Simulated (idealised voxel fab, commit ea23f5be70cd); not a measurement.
The following process module bears the name voxel self aligned vias.
Xsec cut, 150 nm wide, square cell size 5 nm.
In this document a cross-section is written as a grid of square cells. It is given as a series of bands, listed from the top down, and a band is one or more rows of cells.
Basically the band line says how high the top is and how high the bottom is, in nm, and then what's in it from left to right, every material with its width in nm. Empty space shows up as "empty", and if a single material carries "all across" it runs the full band edge to edge.
Heights are reckoned from 0. Under this level, the received wafer is all of one material. The bottommost band is open-ended downward, for example "0 down".
Top row gets the first number, bottom row gets the second, and each row in between changes by the same step: that is how a band width like "30->40" works.
You'll sometimes find "same as before" written for a step, and that's the way of saying that nowhere in the cross-section did a cell change during that step.
In "Enclosed void entries" the enclosed voids are listed, meaning empty spaces of 8 cells or larger without any opening to the top. The form is width x height at distance, distance from the left edge, units nm.
That trailing text on a step's line, after the settings, is the simulator's own remark on the step.
Steps that use a mask can have "overlay nm" on their line. It says how far the mask sat to the right of where it was meant to be. Negative means to the left.
The following list gives the planned process steps
1: RECEIVE,material Si
2: CONFORMAL_DEP,material SiO2,thk nm 10
3: CONFORMAL_DEP,material SiCN,thk nm 5
4: DIRECTIONAL_DEP,material lowk,thk nm 20
5: DIRECTIONAL_DEP,material aC,thk nm 15
6: PATTERN,tone open,mask id LINES,material resist,width nm 30,pitch nm 65,thk nm 30,overlay nm 0
7: DIRECTIONAL_ETCH,etch materials aC,depth nm 15
8: STRIP,etch materials resist
9: DIRECTIONAL_ETCH,etch materials lowk,depth nm 20
10: STRIP,etch materials aC
11: CONFORMAL_DEP,material TiN,thk nm 5
12: FILL_DEP,material Ru,thk nm 10
13: CMP,height nm 35
14: SELECTIVE_ETCH,etch materials W Ru TiN,depth nm 10
15: FILL_DEP,material SiN,thk nm 10
16: CMP,height nm 35
17: DIRECTIONAL_DEP,material lowk,thk nm 20
18: PATTERN,tone open,mask id VIAS,material resist,width nm 40,thk nm 20,overlay nm 0
19: DIRECTIONAL_ETCH,etch materials lowk,depth nm 20
20: DIRECTIONAL_ETCH,etch materials SiN,depth nm 10
21: STRIP,etch materials resist
22: CONFORMAL_DEP,material TiN,thk nm 5
23: FILL_DEP,material Ru,thk nm 10
24: CMP,height nm 55
25: CONFORMAL_DEP,material SiN,thk nm 5
Concerning the first of two wafers, which was run in accordance with the plan
Wafer cross-section on receipt, i.e. after step 1
    0 down | Si all across
    Enclosed void entries: none
after step 2
    10 to 0 | SiO2 all across
    All layers under 0 are left as they were.
after step 3
    15 to 10 | SiCN all across
    All layers under 10 are left as they were.
after step 4
    35 to 15 | lowk all across
    All layers under 15 are left as they were.
after step 5
    50 to 35 | aC all across
    All layers under 35 are left as they were.
after step 6
    80 to 50 | resist=25, empty=30, resist=35, empty=30, resist=30
    All layers under 50 are left as they were.
after step 7
    65 to 50 | resist=25, empty=30, resist=35, empty=30, resist=30
    50 to 35 | aC=25, empty=30, aC=35, empty=30, aC=30
    All layers under 35 are left as they were.
after step 8
    50 to 35 | aC=25, empty=30, aC=35, empty=30, aC=30
    All layers under 35 are left as they were.
after step 9
    50 to 35 | aC=25, empty=30, aC=35, empty=30, aC=30
    35 to 15 | lowk=25, empty=30, lowk=35, empty=30, lowk=30
    All layers under 15 are left as they were.
after step 10
    35 to 15 | lowk=25, empty=30, lowk=35, empty=30, lowk=30
    All layers under 15 are left as they were.
after step 11
    40 to 35 | TiN=30, empty=20, TiN=45, empty=20, TiN=35
    35 to 20 | lowk=25, TiN=5, empty=20, TiN=5, lowk=35, TiN=5, empty=20, TiN=5, lowk=30
    20 to 15 | lowk=25, TiN=30, lowk=35, TiN=30, lowk=30
    All layers under 15 are left as they were.
after step 12
    50 to 40 | Ru all across
    40 to 35 | TiN=30, Ru=20, TiN=45, Ru=20, TiN=35
    35 to 20 | lowk=25, TiN=5, Ru=20, TiN=5, lowk=35, TiN=5, Ru=20, TiN=5, lowk=30
    All layers under 20 are left as they were.
after step 13
    35 to 20 | lowk=25, TiN=5, Ru=20, TiN=5, lowk=35, TiN=5, Ru=20, TiN=5, lowk=30
    All layers under 20 are left as they were.
after step 14
    35 to 25 | lowk=25, empty=30, lowk=35, empty=30, lowk=30
    All layers under 25 are left as they were.
after step 15
    45 to 35 | SiN all across
    35 to 25 | lowk=25, SiN=30, lowk=35, SiN=30, lowk=30
    All layers under 25 are left as they were.
after step 16
    35 to 25 | lowk=25, SiN=30, lowk=35, SiN=30, lowk=30
    All layers under 25 are left as they were.
after step 17
    55 to 35 | lowk all across
    All layers under 35 are left as they were.
after step 18
    75 to 55 | resist=20, empty=40, resist=90
    All layers under 55 are left as they were.
after step 19
    75 to 55 | resist=20, empty=40, resist=90
    55 to 35 | lowk=20, empty=40, lowk=90
    All layers under 35 are left as they were.
after step 20
    75 to 55 | resist=20, empty=40, resist=90
    55 to 35 | lowk=20, empty=40, lowk=90
    35 to 25 | lowk=25, empty=30, lowk=35, SiN=30, lowk=30
    All layers under 25 are left as they were.
after step 21
    55 to 35 | lowk=20, empty=40, lowk=90
    All layers under 35 are left as they were.
after step 22
    60 to 55 | TiN=25, empty=30, TiN=95
    55 to 40 | lowk=20, TiN=5, empty=30, TiN=5, lowk=90
    40 to 35 | lowk=20, TiN=10, empty=20, TiN=10, lowk=90
    35 to 30 | lowk=25, TiN=5, empty=20, TiN=5, lowk=35, SiN=30, lowk=30
    30 to 25 | lowk=25, TiN=30, lowk=35, SiN=30, lowk=30
    All layers under 25 are left as they were.
after step 23
    70 to 60 | Ru all across
    60 to 55 | TiN=25, Ru=30, TiN=95
    55 to 40 | lowk=20, TiN=5, Ru=30, TiN=5, lowk=90
    40 to 35 | lowk=20, TiN=10, Ru=20, TiN=10, lowk=90
    35 to 30 | lowk=25, TiN=5, Ru=20, TiN=5, lowk=35, SiN=30, lowk=30
    All layers under 30 are left as they were.
after step 24
    55 to 40 | lowk=20, TiN=5, Ru=30, TiN=5, lowk=90
    All layers under 40 are left as they were.
after step 25
    60 to 55 | SiN all across
    All layers under 55 are left as they were.
Now the other wafer: same start, same recipe, but we messed up one thing when running it. Up to and including step 5 it's the same as the first one
Second wafer, cut view, end of step 6 per plan
    80 to 50 | empty=25, resist=30, empty=35, resist=30, empty=30
    All layers under 50 are left as they were.
Second wafer, cut view, end of step 7 per plan
    65 to 50 | empty=25, resist=30, empty=35, resist=30, empty=30
    50 to 35 | empty=25, aC=30, empty=35, aC=30, empty=30
    All layers under 35 are left as they were.
Second wafer, cut view, end of step 8 per plan
    50 to 35 | empty=25, aC=30, empty=35, aC=30, empty=30
    All layers under 35 are left as they were.
Second wafer, cut view, end of step 9 per plan
    50 to 35 | empty=25, aC=30, empty=35, aC=30, empty=30
    35 to 15 | empty=25, lowk=30, empty=35, lowk=30, empty=30
    All layers under 15 are left as they were.
Second wafer, cut view, end of step 10 per plan
    35 to 15 | empty=25, lowk=30, empty=35, lowk=30, empty=30
    All layers under 15 are left as they were.
Second wafer, cut view, end of step 11 per plan
    40 to 35 | empty=20, TiN=40, empty=25, TiN=40, empty=25
    35 to 20 | empty=20, TiN=5, lowk=30, TiN=5, empty=25, TiN=5, lowk=30, TiN=5, empty=25
    20 to 15 | TiN=25, lowk=30, TiN=35, lowk=30, TiN=30
    All layers under 15 are left as they were.
Second wafer, cut view, end of step 12 per plan
    50 to 40 | Ru all across
    40 to 35 | Ru=20, TiN=40, Ru=25, TiN=40, Ru=25
    35 to 20 | Ru=20, TiN=5, lowk=30, TiN=5, Ru=25, TiN=5, lowk=30, TiN=5, Ru=25
    All layers under 20 are left as they were.
Second wafer, cut view, end of step 13 per plan
    35 to 20 | Ru=20, TiN=5, lowk=30, TiN=5, Ru=25, TiN=5, lowk=30, TiN=5, Ru=25
    All layers under 20 are left as they were.
Second wafer, cut view, end of step 14 per plan
    35 to 25 | empty=25, lowk=30, empty=35, lowk=30, empty=30
    All layers under 25 are left as they were.
Second wafer, cut view, end of step 15 per plan
    45 to 35 | SiN all across
    35 to 25 | SiN=25, lowk=30, SiN=35, lowk=30, SiN=30
    All layers under 25 are left as they were.
Second wafer, cut view, end of step 16 per plan
    35 to 25 | SiN=25, lowk=30, SiN=35, lowk=30, SiN=30
    All layers under 25 are left as they were.
Second wafer, cut view, end of step 17 per plan
    55 to 35 | lowk all across
    All layers under 35 are left as they were.
Second wafer, cut view, end of step 18 per plan
    75 to 55 | resist=20, empty=40, resist=90
    All layers under 55 are left as they were.
Second wafer, cut view, end of step 19 per plan
    75 to 55 | resist=20, empty=40, resist=90
    55 to 35 | lowk=20, empty=40, lowk=90
    All layers under 35 are left as they were.
Second wafer, cut view, end of step 20 per plan
    75 to 55 | resist=20, empty=40, resist=90
    55 to 35 | lowk=20, empty=40, lowk=90
    35 to 25 | SiN=20, empty=5, lowk=30, empty=5, SiN=30, lowk=30, SiN=30
    All layers under 25 are left as they were.
Second wafer, cut view, end of step 21 per plan
    55 to 35 | lowk=20, empty=40, lowk=90
    All layers under 35 are left as they were.
Second wafer, cut view, end of step 22 per plan
    60 to 55 | TiN=25, empty=30, TiN=95
    55 to 40 | lowk=20, TiN=5, empty=30, TiN=5, lowk=90
    40 to 35 | lowk=20, TiN=40, lowk=90
    35 to 25 | SiN=20, TiN=5, lowk=30, TiN=5, SiN=30, lowk=30, SiN=30
    All layers under 25 are left as they were.
Second wafer, cut view, end of step 23 per plan
    70 to 60 | Ru all across
    60 to 55 | TiN=25, Ru=30, TiN=95
    55 to 40 | lowk=20, TiN=5, Ru=30, TiN=5, lowk=90
    All layers under 40 are left as they were.
Second wafer, cut view, end of step 24 per plan
    55 to 40 | lowk=20, TiN=5, Ru=30, TiN=5, lowk=90
    All layers under 40 are left as they were.
Second wafer, cut view, end of step 25 per plan
    60 to 55 | SiN all across
    All layers under 55 are left as they were.
Processing error: it should be noted that step 6 was executed with settings other than those planned, the operation and settings actually applied being PATTERN,tone cover,mask id LINES,material resist,width nm 30,pitch nm 65,thk nm 30,overlay nm 0
It is noted that, at the conclusion of processing, the second wafer exhibits a higher or lower cell count for certain materials relative to the first: Ru: 2 fewer; SiN: 20 more; TiN: 6 more; lowk: 24 fewer
